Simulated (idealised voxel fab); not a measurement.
Proc. module: voxel capacitor over wiring
160 nm wide, 5 nm square cells: that's cross-section cut.
Square cells in a grid make up a cross-section in this document, and the grid is given as bands, listed from the top down, each one or more rows of cells. Band: top and bottom heights (nm) first, top before bottom; then materials from left to right, widths in nm. "full width" marks a sole material filling the band edge to edge. "empty" denotes empty space. Heights from 0 (as-received wafer is one material below). Bottom band endless downward, as "top 0, no bottom". The notation "30->40" denotes a width that varies across the rows of cells in the band, beginning at the first number in the top row, finishing at the second number in the bottom row, and changing by an identical amount from each row to the next. The cross-section has no changed cell in any step marked "no change occurred". Closed empty spaces (no open way to the top) of 8 cells or more are what "Closed internal voids" lists, each as width x height at distance from the left edge, nm for all three. Note: text after step settings on the step line = simulator remark on that step. overlay nm: where the mask lay relative to plan, measured to the right, on steps with a mask; negatives go left.

-- Planned process steps
- 1: RECEIVE, material Si
- 2: CONFORMAL_DEP, material SiO2, thk nm 10
- 3: DIRECTIONAL_DEP, material TiN, thk nm 5
- 4: DIRECTIONAL_DEP, material Ru, thk nm 20
- 5: DIRECTIONAL_DEP, material aC, thk nm 15
- 6: PATTERN, tone cover, mask id METAL_1, material resist, width nm 25, pitch nm 75, thk nm 35, overlay nm 0
- 7: DIRECTIONAL_ETCH, etch materials aC, depth nm 15
- 8: STRIP, etch materials resist
- 9: DIRECTIONAL_ETCH, etch materials Ru, depth nm 20
- 10: DIRECTIONAL_ETCH, etch materials TiN, depth nm 5
- 11: STRIP, etch materials aC
- 12: FILL_DEP, material lowk, thk nm 5
- 13: CMP, height nm 35
- 14: CONFORMAL_DEP, material SiCN, thk nm 5
- 15: DIRECTIONAL_DEP, material SiO2, thk nm 10
- 16: DIRECTIONAL_DEP, material aC, thk nm 10
- 17: PATTERN, tone open, mask id PLUG_1, material resist, width nm 15, thk nm 30, overlay nm 0
- 18: DIRECTIONAL_ETCH, etch materials aC, depth nm 10
- 19: STRIP, etch materials resist
- 20: DIRECTIONAL_ETCH, etch materials SiO2, depth nm 10
- 21: DIRECTIONAL_ETCH, etch materials SiCN, depth nm 5
- 22: STRIP, etch materials aC
- 23: CONFORMAL_DEP, material TiN, thk nm 5
- 24: FILL_DEP, material Ru, thk nm 5
- 25: CMP, height nm 50
- 26: DIRECTIONAL_DEP, material TiN, thk nm 10
- 27: DIRECTIONAL_DEP, material HfO2, thk nm 5
- 28: DIRECTIONAL_DEP, material TiN, thk nm 10
- 29: MASKED_ETCH, tone cover, mask id UPPER_PLATE, width nm 55, etch materials TiN, depth nm 10, overlay nm 0
- 30: MASKED_ETCH, tone cover, mask id UPPER_PLATE, width nm 55, etch materials HfO2, depth nm 5, overlay nm 0
- 31: PATTERN, tone cover, mask id LOWER_PLATE, material resist, width nm 65, thk nm 20, overlay nm 0
- 32: DIRECTIONAL_ETCH, etch materials TiN, depth nm 10
- 33: STRIP, etch materials resist
- 34: FILL_DEP, material SiO2, thk nm 20
- 35: CMP, height nm 90
- 36: PATTERN, tone open, mask id PLUG_2, material resist, width nm 15, thk nm 20, overlay nm 0
- 37: DIRECTIONAL_ETCH, etch materials SiO2, depth nm 15
- 38: STRIP, etch materials resist
- 39: CONFORMAL_DEP, material TiN, thk nm 5
- 40: FILL_DEP, material W, thk nm 5
- 41: CMP, height nm 90
- 42: CONFORMAL_DEP, material SiN, thk nm 5

-- Cross-section of the incoming wafer, state after step 1
  top 0, no bottom = Si full width
  Closed internal voids: none

-- First of two wafers at the end of the module, shown in cross-section; run carried out as planned
  top 95, bottom 90 = SiN full width
  top 90, bottom 80 = SiO2: 50 | TiN: 5 | W: 5 | TiN: 5 | SiO2: 95
  top 80, bottom 75 = SiO2: 50 | TiN: 15 | SiO2: 95
  top 75, bottom 65 = SiO2: 40 | TiN: 55 | SiO2: 65
  top 65, bottom 60 = SiO2: 40 | HfO2: 55 | SiO2: 65
  top 60, bottom 50 = SiO2: 35 | TiN: 65 | SiO2: 60
  top 50, bottom 40 = SiO2: 40 | TiN: 5 | Ru: 5 | TiN: 5 | SiO2: 105
  top 40, bottom 35 = SiCN: 40 | TiN: 15 | SiCN: 105
  top 35, bottom 15 = lowk: 30 | Ru: 25 | lowk: 50 | Ru: 25 | lowk: 30
  top 15, bottom 10 = lowk: 30 | TiN: 25 | lowk: 50 | TiN: 25 | lowk: 30
  top 10, bottom 0 = SiO2 full width
  top 0, no bottom = Si full width
  Closed internal voids: none

-- Now the second wafer, cross-sectioned at the end of the module. Nothing different at the start, nothing different in the plan compared with the first, just one mistake when it was actually run
  top 95, bottom 90 = SiN full width
  top 90, bottom 80 = SiO2: 45 | TiN: 5 | W: 5 | TiN: 5 | SiO2: 100
  top 80, bottom 75 = SiO2: 45 | TiN: 15 | SiO2: 100
  top 75, bottom 65 = SiO2: 40 | TiN: 55 | SiO2: 65
  top 65, bottom 60 = SiO2: 40 | HfO2: 55 | SiO2: 65
  top 60, bottom 50 = SiO2: 35 | TiN: 65 | SiO2: 60
  top 50, bottom 40 = SiO2: 40 | TiN: 5 | Ru: 5 | TiN: 5 | SiO2: 105
  top 40, bottom 35 = SiCN: 40 | TiN: 15 | SiCN: 105
  top 35, bottom 15 = lowk: 30 | Ru: 25 | lowk: 50 | Ru: 25 | lowk: 30
  top 15, bottom 10 = lowk: 30 | TiN: 25 | lowk: 50 | TiN: 25 | lowk: 30
  top 10, bottom 0 = SiO2 full width
  top 0, no bottom = Si full width
  Closed internal voids: none
Processing error: step 36 ran with different settings than intended, the actual operation and settings being PATTERN, tone open, mask id PLUG_2, material resist, width nm 15, thk nm 20, overlay nm -5
If you tally the cells, the second wafer ends up with the same amount of every material as the first; it's all just sitting in different places.
